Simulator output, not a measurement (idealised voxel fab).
The document below concerns the process module designated voxel ribs on slabs.
Pictured: cross-section cut, 150 nm wide, on a grid of 5 nm square cells.
A cross-section in this document is a grid of square cells, and it is written down as bands, the top band listed before the ones below it; a band is made up of one or more rows of cells.
It is stipulated that each band's entry specify, in nanometres, the height of the top of the band and then that of its bottom, followed by the materials of the band in left-to-right sequence, each together with its width in nanometres. A single material marked by the word "edge to edge" is understood to fill the band from edge to edge; the word "empty" is understood to denote empty space.
Where do heights start? At 0: under that level the wafer as delivered is made of one material only. And the lowest band has no floor; it just carries on downward, as in "0 -> down".
Width "30->40": first value at the band's top row of cells, second value at its bottom row, equal change from row to row.
"no modification", as given for a step, is the statement that not any cell of the cross-section underwent a change during that step.
Closed-off voids of 8+ cells (no open route to the top) go in "Enclosed cavity list", written width x height at distance from the left edge, in nm.
It should be noted that, on the line of a given step, the content following the step's settings is a remark produced by the simulator itself with respect to that step.
The line of a step may include "overlay nm". On a step with a mask, this value is how far to the right of its planned place the mask lay. A negative value means the mask lay to the left.
Note on reading: below, each pair holds a cross-section from before one process step and one from after it; the one from after shows only down to the lowest band that changed. Beneath the pair, the step in between is stated along with its settings. The pairs can stem from different runs of this module on the same starting wafer. Where a pair's entry headed "Structure before processing" says so, and only there, that pair continues from the pair above it.

## Structure before processing
* 0 -> down  Si edge to edge
* Enclosed cavity list: none

## Post-Step Section View
* 30 -> 0  SiO2 edge to edge
* Unchanged below 0.
* Enclosed cavity list: none
What was done to get from the before section above to the after section? DIRECTIONAL_DEP with material SiO2, thk nm 30

Structure before processing: carried over from the after image of the pair right above.

## Post-Step Section View
* 50 -> 30  polySi edge to edge
* Unchanged below 30.
* Enclosed cavity list: none
What was done to get from the before section above to the after section? DIRECTIONAL_DEP with material polySi, thk nm 20

Structure before processing: carried over from the after image of the pair right above.

## Post-Step Section View
* 65 -> 50  aC edge to edge
* Unchanged below 50.
* Enclosed cavity list: none
What was done to get from the before section above to the after section? DIRECTIONAL_DEP with material aC, thk nm 15

Structure before processing: carried over from the after image of the pair right above.

## Post-Step Section View
* 95 -> 65  65 nm empty; 20 nm resist; 65 nm empty
* Unchanged below 65.
* Enclosed cavity list: none
What was done to get from the before section above to the after section? PATTERN with tone cover, mask id RIB, material resist, width nm 20, thk nm 30, overlay nm 0

Structure before processing: carried over from the after image of the pair right above.

## Post-Step Section View
* 80 -> 65  65 nm empty; 20 nm resist; 65 nm empty
* 65 -> 50  65 nm empty; 20 nm aC; 65 nm empty
* Unchanged below 50.
* Enclosed cavity list: none
What was done to get from the before section above to the after section? DIRECTIONAL_ETCH with etch materials aC, depth nm 15

Structure before processing: carried over from the after image of the pair right above.

## Post-Step Section View
* 65 -> 50  65 nm empty; 20 nm aC; 65 nm empty
* Unchanged below 50.
* Enclosed cavity list: none
What was done to get from the before section above to the after section? STRIP with etch materials resist

Structure before processing: carried over from the after image of the pair right above.

## Post-Step Section View
* 65 -> 50  65 nm empty; 20 nm aC; 65 nm empty
* 50 -> 35  65 nm empty; 20 nm polySi; 65 nm empty
* Unchanged below 35.
* Enclosed cavity list: none
What was done to get from the before section above to the after section? DIRECTIONAL_ETCH with etch materials polySi, depth nm 15

Structure before processing: carried over from the after image of the pair right above.

## Post-Step Section View
* 50 -> 35  65 nm empty; 20 nm polySi; 65 nm empty
* Unchanged below 35.
* Enclosed cavity list: none
What was done to get from the before section above to the after section? STRIP with etch materials aC

Structure before processing: carried over from the after image of the pair right above.

## Post-Step Section View
* 65 -> 50  45 nm empty; 60 nm resist; 45 nm empty
* 50 -> 35  45 nm empty; 20 nm resist; 20 nm polySi; 20 nm resist; 45 nm empty
* Unchanged below 35.
* Enclosed cavity list: none
What was done to get from the before section above to the after section? PATTERN with tone cover, mask id SLAB, material resist, width nm 60, thk nm 15, overlay nm 0

Structure before processing: carried over from the after image of the pair right above.

## Post-Step Section View
* 65 -> 50  45 nm empty; 60 nm resist; 45 nm empty
* 50 -> 35  45 nm empty; 20 nm resist; 20 nm polySi; 20 nm resist; 45 nm empty
* 35 -> 30  45 nm empty; 60 nm polySi; 45 nm empty
* Unchanged below 30.
* Enclosed cavity list: none
What was done to get from the before section above to the after section? DIRECTIONAL_ETCH with etch materials polySi, depth nm 5

Structure before processing: carried over from the after image of the pair right above.

## Post-Step Section View
* 50 -> 35  65 nm empty; 20 nm polySi; 65 nm empty
* Unchanged below 35.
* Enclosed cavity list: none
What was done to get from the before section above to the after section? STRIP with etch materials resist

Structure before processing: carried over from the after image of the pair right above.

## Post-Step Section View
* 75 -> 50  SiO2 edge to edge
* 50 -> 35  65 nm SiO2; 20 nm polySi; 65 nm SiO2
* 35 -> 30  45 nm SiO2; 60 nm polySi; 45 nm SiO2
* Unchanged below 30.
* Enclosed cavity list: none
What was done to get from the before section above to the after section? FILL_DEP with material SiO2, thk nm 25

Structure before processing: carried over from the after image of the pair right above.

## Post-Step Section View
* 65 -> 50  SiO2 edge to edge
* Unchanged below 50.
* Enclosed cavity list: none
What was done to get from the before section above to the after section? CMP with height nm 65

Structure before processing: carried over from the after image of the pair right above.

## Post-Step Section View
* 70 -> 65  W edge to edge
* Unchanged below 65.
* Enclosed cavity list: none
What was done to get from the before section above to the after section? DIRECTIONAL_DEP with material W, thk nm 5

Structure before processing: carried over from the after image of the pair right above.

## Post-Step Section View
* 85 -> 70  60 nm empty; 30 nm resist; 60 nm empty
* Unchanged below 70.
* Enclosed cavity list: none
What was done to get from the before section above to the after section? PATTERN with tone cover, mask id HEATER, material resist, width nm 30, thk nm 15, overlay nm 0

Structure before processing: carried over from the after image of the pair right above.

## Post-Step Section View
* 85 -> 70  60 nm empty; 30 nm resist; 60 nm empty
* 70 -> 65  60 nm empty; 30 nm W; 60 nm empty
* Unchanged below 65.
* Enclosed cavity list: none
What was done to get from the before section above to the after section? DIRECTIONAL_ETCH with etch materials W, depth nm 5

Structure before processing: carried over from the after image of the pair right above.

## Post-Step Section View
* 70 -> 65  60 nm empty; 30 nm W; 60 nm empty
* Unchanged below 65.
* Enclosed cavity list: none
What was done to get from the before section above to the after section? STRIP with etch materials resist

Structure before processing: carried over from the after image of the pair right above.

## Post-Step Section View
* 75 -> 70  55 nm empty; 40 nm SiO2; 55 nm empty
* 70 -> 65  60 nm SiO2; 30 nm W; 60 nm SiO2
* Unchanged below 65.
* Enclosed cavity list: none
What was done to get from the before section above to the after section? CONFORMAL_DEP with material SiO2, thk nm 5

## Structure before processing
* 50 -> 30  polySi edge to edge
* 30 -> 0  SiO2 edge to edge
* 0 -> down  Si edge to edge
* Enclosed cavity list: none

## Post-Step Section View
* 70 -> 30  polySi edge to edge
* Unchanged below 30.
* Enclosed cavity list: none
What was done to get from the before section above to the after section? DIRECTIONAL_DEP with material polySi, thk nm 20

Structure before processing: carried over from the after image of the pair right above.

## Post-Step Section View
* 85 -> 70  aC edge to edge
* Unchanged below 70.
* Enclosed cavity list: none
What was done to get from the before section above to the after section? DIRECTIONAL_DEP with material aC, thk nm 15

Structure before processing: carried over from the after image of the pair right above.

## Post-Step Section View
* 115 -> 85  65 nm empty; 20 nm resist; 65 nm empty
* Unchanged below 85.
* Enclosed cavity list: none
What was done to get from the before section above to the after section? PATTERN with tone cover, mask id RIB, material resist, width nm 20, thk nm 30, overlay nm 0

Structure before processing: carried over from the after image of the pair right above.

## Post-Step Section View
* 100 -> 85  65 nm empty; 20 nm resist; 65 nm empty
* 85 -> 70  65 nm empty; 20 nm aC; 65 nm empty
* Unchanged below 70.
* Enclosed cavity list: none
What was done to get from the before section above to the after section? DIRECTIONAL_ETCH with etch materials aC, depth nm 15

Structure before processing: carried over from the after image of the pair right above.

## Post-Step Section View
* 85 -> 70  65 nm empty; 20 nm aC; 65 nm empty
* Unchanged below 70.
* Enclosed cavity list: none
What was done to get from the before section above to the after section? STRIP with etch materials resist

Structure before processing: carried over from the after image of the pair right above.

## Post-Step Section View
* 85 -> 70  65 nm empty; 20 nm aC; 65 nm empty
* 70 -> 55  65 nm empty; 20 nm polySi; 65 nm empty
* Unchanged below 55.
* Enclosed cavity list: none
What was done to get from the before section above to the after section? DIRECTIONAL_ETCH with etch materials polySi, depth nm 15

Structure before processing: carried over from the after image of the pair right above.

## Post-Step Section View
* 70 -> 55  65 nm empty; 20 nm polySi; 65 nm empty
* Unchanged below 55.
* Enclosed cavity list: none
What was done to get from the before section above to the after section? STRIP with etch materials aC

Structure before processing: carried over from the after image of the pair right above.

## Post-Step Section View
* 85 -> 70  45 nm empty; 60 nm resist; 45 nm empty
* 70 -> 55  45 nm empty; 20 nm resist; 20 nm polySi; 20 nm resist; 45 nm empty
* Unchanged below 55.
* Enclosed cavity list: none
What was done to get from the before section above to the after section? PATTERN with tone cover, mask id SLAB, material resist, width nm 60, thk nm 15, overlay nm 0

Structure before processing: carried over from the after image of the pair right above.

## Post-Step Section View
* 85 -> 70  45 nm empty; 60 nm resist; 45 nm empty
* 70 -> 55  45 nm empty; 20 nm resist; 20 nm polySi; 20 nm resist; 45 nm empty
* 55 -> 50  45 nm empty; 60 nm polySi; 45 nm empty
* Unchanged below 50.
* Enclosed cavity list: none
What was done to get from the before section above to the after section? DIRECTIONAL_ETCH with etch materials polySi, depth nm 5

Structure before processing: carried over from the after image of the pair right above.

## Post-Step Section View
* 70 -> 55  65 nm empty; 20 nm polySi; 65 nm empty
* Unchanged below 55.
* Enclosed cavity list: none
What was done to get from the before section above to the after section? STRIP with etch materials resist

Structure before processing: carried over from the after image of the pair right above.

## Post-Step Section View
* 95 -> 70  SiO2 edge to edge
* 70 -> 55  65 nm SiO2; 20 nm polySi; 65 nm SiO2
* 55 -> 50  45 nm SiO2; 60 nm polySi; 45 nm SiO2
* Unchanged below 50.
* Enclosed cavity list: none
What was done to get from the before section above to the after section? FILL_DEP with material SiO2, thk nm 25

Structure before processing: carried over from the after image of the pair right above.

## Post-Step Section View
* 65 -> 55  65 nm SiO2; 20 nm polySi; 65 nm SiO2
* Unchanged below 55.
* Enclosed cavity list: none
What was done to get from the before section above to the after section? CMP with height nm 65

Structure before processing: carried over from the after image of the pair right above.

## Post-Step Section View
* 70 -> 65  W edge to edge
* Unchanged below 65.
* Enclosed cavity list: none
What was done to get from the before section above to the after section? DIRECTIONAL_DEP with material W, thk nm 5

Structure before processing: carried over from the after image of the pair right above.

## Post-Step Section View
* 85 -> 70  60 nm empty; 30 nm resist; 60 nm empty
* Unchanged below 70.
* Enclosed cavity list: none
What was done to get from the before section above to the after section? PATTERN with tone cover, mask id HEATER, material resist, width nm 30, thk nm 15, overlay nm 0

Structure before processing: carried over from the after image of the pair right above.

## Post-Step Section View
* 85 -> 70  60 nm empty; 30 nm resist; 60 nm empty
* 70 -> 65  60 nm empty; 30 nm W; 60 nm empty
* Unchanged below 65.
* Enclosed cavity list: none
What was done to get from the before section above to the after section? DIRECTIONAL_ETCH with etch materials W, depth nm 5

Structure before processing: carried over from the after image of the pair right above.

## Post-Step Section View
* 70 -> 65  60 nm empty; 30 nm W; 60 nm empty
* Unchanged below 65.
* Enclosed cavity list: none
What was done to get from the before section above to the after section? STRIP with etch materials resist

Structure before processing: carried over from the after image of the pair right above.

## Post-Step Section View
* 75 -> 70  55 nm empty; 40 nm SiO2; 55 nm empty
* 70 -> 65  60 nm SiO2; 30 nm W; 60 nm SiO2
* Unchanged below 65.
* Enclosed cavity list: none
What was done to get from the before section above to the after section? CONFORMAL_DEP with material SiO2, thk nm 5

## Structure before processing
* 30 -> 0  SiO2 edge to edge
* 0 -> down  Si edge to edge
* Enclosed cavity list: none

## Post-Step Section View
* 45 -> 30  aC edge to edge
* Unchanged below 30.
* Enclosed cavity list: none
What was done to get from the before section above to the after section? DIRECTIONAL_DEP with material aC, thk nm 15

Structure before processing: carried over from the after image of the pair right above.

## Post-Step Section View
* 65 -> 45  polySi edge to edge
* Unchanged below 45.
* Enclosed cavity list: none
What was done to get from the before section above to the after section? DIRECTIONAL_DEP with material polySi, thk nm 20

Structure before processing: carried over from the after image of the pair right above.

## Post-Step Section View
* 95 -> 65  65 nm empty; 20 nm resist; 65 nm empty
* Unchanged below 65.
* Enclosed cavity list: none
What was done to get from the before section above to the after section? PATTERN with tone cover, mask id RIB, material resist, width nm 20, thk nm 30, overlay nm 0

Structure before processing: carried over from the after image of the pair right above.

## Post-Step Section View
* 80 -> 65  65 nm empty; 20 nm resist; 65 nm empty
* Unchanged below 65.
* Enclosed cavity list: none
What was done to get from the before section above to the after section? DIRECTIONAL_ETCH with etch materials aC, depth nm 15

Structure before processing: carried over from the after image of the pair right above.

## Post-Step Section View
* 65 -> 45  polySi edge to edge
* Unchanged below 45.
* Enclosed cavity list: none
What was done to get from the before section above to the after section? STRIP with etch materials resist

Structure before processing: carried over from the after image of the pair right above.

## Post-Step Section View
* 50 -> 45  polySi edge to edge
* Unchanged below 45.
* Enclosed cavity list: none
What was done to get from the before section above to the after section? DIRECTIONAL_ETCH with etch materials polySi, depth nm 15

Structure before processing: carried over from the after image of the pair right above.

## Post-Step Section View
* 65 -> 50  45 nm empty; 60 nm resist; 45 nm empty
* Unchanged below 50.
* Enclosed cavity list: none
What was done to get from the before section above to the after section? PATTERN with tone cover, mask id SLAB, material resist, width nm 60, thk nm 15, overlay nm 0

Structure before processing: carried over from the after image of the pair right above.

## Post-Step Section View
* 65 -> 50  45 nm empty; 60 nm resist; 45 nm empty
* 50 -> 45  45 nm empty; 60 nm polySi; 45 nm empty
* Unchanged below 45.
* Enclosed cavity list: none
What was done to get from the before section above to the after section? DIRECTIONAL_ETCH with etch materials polySi, depth nm 5

Structure before processing: carried over from the after image of the pair right above.

## Post-Step Section View
* 50 -> 45  45 nm empty; 60 nm polySi; 45 nm empty
* Unchanged below 45.
* Enclosed cavity list: none
What was done to get from the before section above to the after section? STRIP with etch materials resist

Structure before processing: carried over from the after image of the pair right above.

## Post-Step Section View
* 75 -> 50  SiO2 edge to edge
* 50 -> 45  45 nm SiO2; 60 nm polySi; 45 nm SiO2
* Unchanged below 45.
* Enclosed cavity list: none
What was done to get from the before section above to the after section? FILL_DEP with material SiO2, thk nm 25

Structure before processing: carried over from the after image of the pair right above.

## Post-Step Section View
* 65 -> 50  SiO2 edge to edge
* Unchanged below 50.
* Enclosed cavity list: none
What was done to get from the before section above to the after section? CMP with height nm 65

Structure before processing: carried over from the after image of the pair right above.

## Post-Step Section View
* 70 -> 65  W edge to edge
* Unchanged below 65.
* Enclosed cavity list: none
What was done to get from the before section above to the after section? DIRECTIONAL_DEP with material W, thk nm 5

Structure before processing: carried over from the after image of the pair right above.

## Post-Step Section View
* 85 -> 70  60 nm empty; 30 nm resist; 60 nm empty
* Unchanged below 70.
* Enclosed cavity list: none
What was done to get from the before section above to the after section? PATTERN with tone cover, mask id HEATER, material resist, width nm 30, thk nm 15, overlay nm 0

Structure before processing: carried over from the after image of the pair right above.

## Post-Step Section View
* 85 -> 70  60 nm empty; 30 nm resist; 60 nm empty
* 70 -> 65  60 nm empty; 30 nm W; 60 nm empty
* Unchanged below 65.
* Enclosed cavity list: none
What was done to get from the before section above to the after section? DIRECTIONAL_ETCH with etch materials W, depth nm 5

Structure before processing: carried over from the after image of the pair right above.

## Post-Step Section View
* 70 -> 65  60 nm empty; 30 nm W; 60 nm empty
* Unchanged below 65.
* Enclosed cavity list: none
What was done to get from the before section above to the after section? STRIP with etch materials resist

Structure before processing: carried over from the after image of the pair right above.

## Post-Step Section View
* 75 -> 70  55 nm empty; 40 nm SiO2; 55 nm empty
* 70 -> 65  60 nm SiO2; 30 nm W; 60 nm SiO2
* Unchanged below 65.
* Enclosed cavity list: none
What was done to get from the before section above to the after section? CONFORMAL_DEP with material SiO2, thk nm 5

## Structure before processing
* 30 -> 0  SiO2 edge to edge
* 0 -> down  Si edge to edge
* Enclosed cavity list: none

## Post-Step Section View
* 40 -> 30  polySi edge to edge
* Unchanged below 30.
* Enclosed cavity list: none
What was done to get from the before section above to the after section? DIRECTIONAL_DEP with material polySi, thk nm 10

Structure before processing: carried over from the after image of the pair right above.

## Post-Step Section View
* 55 -> 40  aC edge to edge
* Unchanged below 40.
* Enclosed cavity list: none
What was done to get from the before section above to the after section? DIRECTIONAL_DEP with material aC, thk nm 15

Structure before processing: carried over from the after image of the pair right above.

## Post-Step Section View
* 85 -> 55  65 nm empty; 20 nm resist; 65 nm empty
* Unchanged below 55.
* Enclosed cavity list: none
What was done to get from the before section above to the after section? PATTERN with tone cover, mask id RIB, material resist, width nm 20, thk nm 30, overlay nm 0

Structure before processing: carried over from the after image of the pair right above.

## Post-Step Section View
* 70 -> 55  65 nm empty; 20 nm resist; 65 nm empty
* 55 -> 40  65 nm empty; 20 nm aC; 65 nm empty
* Unchanged below 40.
* Enclosed cavity list: none
What was done to get from the before section above to the after section? DIRECTIONAL_ETCH with etch materials aC, depth nm 15

Structure before processing: carried over from the after image of the pair right above.

## Post-Step Section View
* 55 -> 40  65 nm empty; 20 nm aC; 65 nm empty
* Unchanged below 40.
* Enclosed cavity list: none
What was done to get from the before section above to the after section? STRIP with etch materials resist

Structure before processing: carried over from the after image of the pair right above.

## Post-Step Section View
* 55 -> 40  65 nm empty; 20 nm aC; 65 nm empty
* 40 -> 30  65 nm empty; 20 nm polySi; 65 nm empty
* Unchanged below 30.
* Enclosed cavity list: none
What was done to get from the before section above to the after section? DIRECTIONAL_ETCH with etch materials polySi, depth nm 15

Structure before processing: carried over from the after image of the pair right above.

## Post-Step Section View
* 40 -> 30  65 nm empty; 20 nm polySi; 65 nm empty
* Unchanged below 30.
* Enclosed cavity list: none
What was done to get from the before section above to the after section? STRIP with etch materials aC

Structure before processing: carried over from the after image of the pair right above.

## Post-Step Section View
* 55 -> 40  45 nm empty; 60 nm resist; 45 nm empty
* 40 -> 30  45 nm empty; 20 nm resist; 20 nm polySi; 20 nm resist; 45 nm empty
* Unchanged below 30.
* Enclosed cavity list: none
What was done to get from the before section above to the after section? PATTERN with tone cover, mask id SLAB, material resist, width nm 60, thk nm 15, overlay nm 0

Structure before processing: carried over from the after image of the pair right above.

## Post-Step Section View
* 40 -> 30  65 nm empty; 20 nm polySi; 65 nm empty
* Unchanged below 30.
* Enclosed cavity list: none
What was done to get from the before section above to the after section? STRIP with etch materials resist

Structure before processing: carried over from the after image of the pair right above.

## Post-Step Section View
* 65 -> 40  SiO2 edge to edge
* 40 -> 30  65 nm SiO2; 20 nm polySi; 65 nm SiO2
* Unchanged below 30.
* Enclosed cavity list: none
What was done to get from the before section above to the after section? FILL_DEP with material SiO2, thk nm 25

Structure before processing: carried over from the after image of the pair right above.

## Post-Step Section View
* 70 -> 65  W edge to edge
* Unchanged below 65.
* Enclosed cavity list: none
What was done to get from the before section above to the after section? DIRECTIONAL_DEP with material W, thk nm 5

Structure before processing: carried over from the after image of the pair right above.

## Post-Step Section View
* 85 -> 70  60 nm empty; 30 nm resist; 60 nm empty
* Unchanged below 70.
* Enclosed cavity list: none
What was done to get from the before section above to the after section? PATTERN with tone cover, mask id HEATER, material resist, width nm 30, thk nm 15, overlay nm 0

Structure before processing: carried over from the after image of the pair right above.

## Post-Step Section View
* 85 -> 70  60 nm empty; 30 nm resist; 60 nm empty
* 70 -> 65  60 nm empty; 30 nm W; 60 nm empty
* Unchanged below 65.
* Enclosed cavity list: none
What was done to get from the before section above to the after section? DIRECTIONAL_ETCH with etch materials W, depth nm 5

Structure before processing: carried over from the after image of the pair right above.

## Post-Step Section View
* 70 -> 65  60 nm empty; 30 nm W; 60 nm empty
* Unchanged below 65.
* Enclosed cavity list: none
What was done to get from the before section above to the after section? STRIP with etch materials resist

Structure before processing: carried over from the after image of the pair right above.

## Post-Step Section View
* 75 -> 70  55 nm empty; 40 nm SiO2; 55 nm empty
* 70 -> 65  60 nm SiO2; 30 nm W; 60 nm SiO2
* Unchanged below 65.
* Enclosed cavity list: none
What was done to get from the before section above to the after section? CONFORMAL_DEP with material SiO2, thk nm 5

## Structure before processing
* 70 -> 65  W edge to edge
* 65 -> 50  SiO2 edge to edge
* 50 -> 35  65 nm SiO2; 20 nm polySi; 65 nm SiO2
* 35 -> 30  45 nm SiO2; 60 nm polySi; 45 nm SiO2
* 30 -> 0  SiO2 edge to edge
* 0 -> down  Si edge to edge
* Enclosed cavity list: none

## Post-Step Section View
* 85 -> 70  65 nm empty; 20 nm resist; 65 nm empty
* Unchanged below 70.
* Enclosed cavity list: none
What was done to get from the before section above to the after section? PATTERN with tone cover, mask id HEATER, material resist, width nm 20, thk nm 15, overlay nm 0

Structure before processing: carried over from the after image of the pair right above.

## Post-Step Section View
* 85 -> 70  65 nm empty; 20 nm resist; 65 nm empty
* 70 -> 65  65 nm empty; 20 nm W; 65 nm empty
* Unchanged below 65.
* Enclosed cavity list: none
What was done to get from the before section above to the after section? DIRECTIONAL_ETCH with etch materials W, depth nm 5

Structure before processing: carried over from the after image of the pair right above.

## Post-Step Section View
* 70 -> 65  65 nm empty; 20 nm W; 65 nm empty
* Unchanged below 65.
* Enclosed cavity list: none
What was done to get from the before section above to the after section? STRIP with etch materials resist

Structure before processing: carried over from the after image of the pair right above.

## Post-Step Section View
* 75 -> 70  60 nm empty; 30 nm SiO2; 60 nm empty
* 70 -> 65  65 nm SiO2; 20 nm W; 65 nm SiO2
* Unchanged below 65.
* Enclosed cavity list: none
What was done to get from the before section above to the after section? CONFORMAL_DEP with material SiO2, thk nm 5

## Structure before processing
* 70 -> 65  W edge to edge
* 65 -> 50  SiO2 edge to edge
* 50 -> 35  65 nm SiO2; 20 nm polySi; 65 nm SiO2
* 35 -> 30  45 nm SiO2; 60 nm polySi; 45 nm SiO2
* 30 -> 0  SiO2 edge to edge
* 0 -> down  Si edge to edge
* Enclosed cavity list: none

## Post-Step Section View
* 85 -> 70  50 nm empty; 30 nm resist; 70 nm empty
* Unchanged below 70.
* Enclosed cavity list: none
What was done to get from the before section above to the after section? PATTERN with tone cover, mask id HEATER, material resist, width nm 30, thk nm 15, overlay nm -10

Structure before processing: carried over from the after image of the pair right above.

## Post-Step Section View
* 85 -> 70  50 nm empty; 30 nm resist; 70 nm empty
* 70 -> 65  50 nm empty; 30 nm W; 70 nm empty
* Unchanged below 65.
* Enclosed cavity list: none
What was done to get from the before section above to the after section? DIRECTIONAL_ETCH with etch materials W, depth nm 5

Structure before processing: carried over from the after image of the pair right above.

## Post-Step Section View
* 70 -> 65  50 nm empty; 30 nm W; 70 nm empty
* Unchanged below 65.
* Enclosed cavity list: none
What was done to get from the before section above to the after section? STRIP with etch materials resist

Structure before processing: carried over from the after image of the pair right above.

## Post-Step Section View
* 75 -> 70  45 nm empty; 40 nm SiO2; 65 nm empty
* 70 -> 65  50 nm SiO2; 30 nm W; 70 nm SiO2
* Unchanged below 65.
* Enclosed cavity list: none
What was done to get from the before section above to the after section? CONFORMAL_DEP with material SiO2, thk nm 5

## Structure before processing
* 50 -> 35  65 nm empty; 20 nm polySi; 65 nm empty
* 35 -> 30  45 nm empty; 60 nm polySi; 45 nm empty
* 30 -> 0  SiO2 edge to edge
* 0 -> down  Si edge to edge
* Enclosed cavity list: none

## Post-Step Section View
* 75 -> 50  aC edge to edge
* 50 -> 35  65 nm aC; 20 nm polySi; 65 nm aC
* 35 -> 30  45 nm aC; 60 nm polySi; 45 nm aC
* Unchanged below 30.
* Enclosed cavity list: none
What was done to get from the before section above to the after section? FILL_DEP with material aC, thk nm 25

Structure before processing: carried over from the after image of the pair right above.

## Post-Step Section View
* 65 -> 50  aC edge to edge
* Unchanged below 50.
* Enclosed cavity list: none
What was done to get from the before section above to the after section? CMP with height nm 65

Structure before processing: carried over from the after image of the pair right above.

## Post-Step Section View
* 70 -> 65  W edge to edge
* Unchanged below 65.
* Enclosed cavity list: none
What was done to get from the before section above to the after section? DIRECTIONAL_DEP with material W, thk nm 5

Structure before processing: carried over from the after image of the pair right above.

## Post-Step Section View
* 85 -> 70  60 nm empty; 30 nm resist; 60 nm empty
* Unchanged below 70.
* Enclosed cavity list: none
What was done to get from the before section above to the after section? PATTERN with tone cover, mask id HEATER, material resist, width nm 30, thk nm 15, overlay nm 0

Structure before processing: carried over from the after image of the pair right above.

## Post-Step Section View
* 85 -> 70  60 nm empty; 30 nm resist; 60 nm empty
* 70 -> 65  60 nm empty; 30 nm W; 60 nm empty
* Unchanged below 65.
* Enclosed cavity list: none
What was done to get from the before section above to the after section? DIRECTIONAL_ETCH with etch materials W, depth nm 5

Structure before processing: carried over from the after image of the pair right above.

## Post-Step Section View
* 70 -> 65  60 nm empty; 30 nm W; 60 nm empty
* Unchanged below 65.
* Enclosed cavity list: none
What was done to get from the before section above to the after section? STRIP with etch materials resist

Structure before processing: carried over from the after image of the pair right above.

## Post-Step Section View
* 75 -> 70  55 nm empty; 40 nm SiO2; 55 nm empty
* 70 -> 65  60 nm SiO2; 30 nm W; 60 nm SiO2
* Unchanged below 65.
* Enclosed cavity list: none
What was done to get from the before section above to the after section? CONFORMAL_DEP with material SiO2, thk nm 5

## Structure before processing
* 65 -> 50  aC edge to edge
* 50 -> 30  polySi edge to edge
* 30 -> 0  SiO2 edge to edge
* 0 -> down  Si edge to edge
* Enclosed cavity list: none

## Post-Step Section View
* 95 -> 65  65 nm resist; 20 nm empty; 65 nm resist
* Unchanged below 65.
* Enclosed cavity list: none
What was done to get from the before section above to the after section? PATTERN with tone open, mask id RIB, material resist, width nm 20, thk nm 30, overlay nm 0

Structure before processing: carried over from the after image of the pair right above.

## Post-Step Section View
* 80 -> 65  65 nm resist; 20 nm empty; 65 nm resist
* 65 -> 50  65 nm aC; 20 nm empty; 65 nm aC
* Unchanged below 50.
* Enclosed cavity list: none
What was done to get from the before section above to the after section? DIRECTIONAL_ETCH with etch materials aC, depth nm 15

Structure before processing: carried over from the after image of the pair right above.

## Post-Step Section View
* 65 -> 50  65 nm aC; 20 nm empty; 65 nm aC
* Unchanged below 50.
* Enclosed cavity list: none
What was done to get from the before section above to the after section? STRIP with etch materials resist

Structure before processing: carried over from the after image of the pair right above.

## Post-Step Section View
* 65 -> 50  65 nm aC; 20 nm empty; 65 nm aC
* 50 -> 35  65 nm polySi; 20 nm empty; 65 nm polySi
* Unchanged below 35.
* Enclosed cavity list: none
What was done to get from the before section above to the after section? DIRECTIONAL_ETCH with etch materials polySi, depth nm 15

Structure before processing: carried over from the after image of the pair right above.

## Post-Step Section View
* 50 -> 35  65 nm polySi; 20 nm empty; 65 nm polySi
* Unchanged below 35.
* Enclosed cavity list: none
What was done to get from the before section above to the after section? STRIP with etch materials aC

Structure before processing: carried over from the after image of the pair right above.

## Post-Step Section View
* 65 -> 50  45 nm empty; 60 nm resist; 45 nm empty
* 50 -> 35  65 nm polySi; 20 nm resist; 65 nm polySi
* Unchanged below 35.
* Enclosed cavity list: none
What was done to get from the before section above to the after section? PATTERN with tone cover, mask id SLAB, material resist, width nm 60, thk nm 15, overlay nm 0

Structure before processing: carried over from the after image of the pair right above.

## Post-Step Section View
* 65 -> 50  45 nm empty; 60 nm resist; 45 nm empty
* 50 -> 45  45 nm empty; 20 nm polySi; 20 nm resist; 20 nm polySi; 45 nm empty
* Unchanged below 45.
* Enclosed cavity list: none
What was done to get from the before section above to the after section? DIRECTIONAL_ETCH with etch materials polySi, depth nm 5

Structure before processing: carried over from the after image of the pair right above.

## Post-Step Section View
* 50 -> 45  45 nm empty; 20 nm polySi; 20 nm empty; 20 nm polySi; 45 nm empty
* 45 -> 35  65 nm polySi; 20 nm empty; 65 nm polySi
* Unchanged below 35.
* Enclosed cavity list: none
What was done to get from the before section above to the after section? STRIP with etch materials resist

Structure before processing: carried over from the after image of the pair right above.

## Post-Step Section View
* 75 -> 50  SiO2 edge to edge
* 50 -> 45  45 nm SiO2; 20 nm polySi; 20 nm SiO2; 20 nm polySi; 45 nm SiO2
* 45 -> 35  65 nm polySi; 20 nm SiO2; 65 nm polySi
* Unchanged below 35.
* Enclosed cavity list: none
What was done to get from the before section above to the after section? FILL_DEP with material SiO2, thk nm 25

Structure before processing: carried over from the after image of the pair right above.

## Post-Step Section View
* 65 -> 50  SiO2 edge to edge
* Unchanged below 50.
* Enclosed cavity list: none
What was done to get from the before section above to the after section? CMP with height nm 65

Structure before processing: carried over from the after image of the pair right above.

## Post-Step Section View
* 70 -> 65  W edge to edge
* Unchanged below 65.
* Enclosed cavity list: none
What was done to get from the before section above to the after section? DIRECTIONAL_DEP with material W, thk nm 5

Structure before processing: carried over from the after image of the pair right above.

## Post-Step Section View
* 85 -> 70  60 nm empty; 30 nm resist; 60 nm empty
* Unchanged below 70.
* Enclosed cavity list: none
What was done to get from the before section above to the after section? PATTERN with tone cover, mask id HEATER, material resist, width nm 30, thk nm 15, overlay nm 0

Structure before processing: carried over from the after image of the pair right above.

## Post-Step Section View
* 85 -> 70  60 nm empty; 30 nm resist; 60 nm empty
* 70 -> 65  60 nm empty; 30 nm W; 60 nm empty
* Unchanged below 65.
* Enclosed cavity list: none
What was done to get from the before section above to the after section? DIRECTIONAL_ETCH with etch materials W, depth nm 5

Structure before processing: carried over from the after image of the pair right above.

## Post-Step Section View
* 70 -> 65  60 nm empty; 30 nm W; 60 nm empty
* Unchanged below 65.
* Enclosed cavity list: none
What was done to get from the before section above to the after section? STRIP with etch materials resist

Structure before processing: carried over from the after image of the pair right above.

## Post-Step Section View
* 75 -> 70  55 nm empty; 40 nm SiO2; 55 nm empty
* 70 -> 65  60 nm SiO2; 30 nm W; 60 nm SiO2
* Unchanged below 65.
* Enclosed cavity list: none
What was done to get from the before section above to the after section? CONFORMAL_DEP with material SiO2, thk nm 5
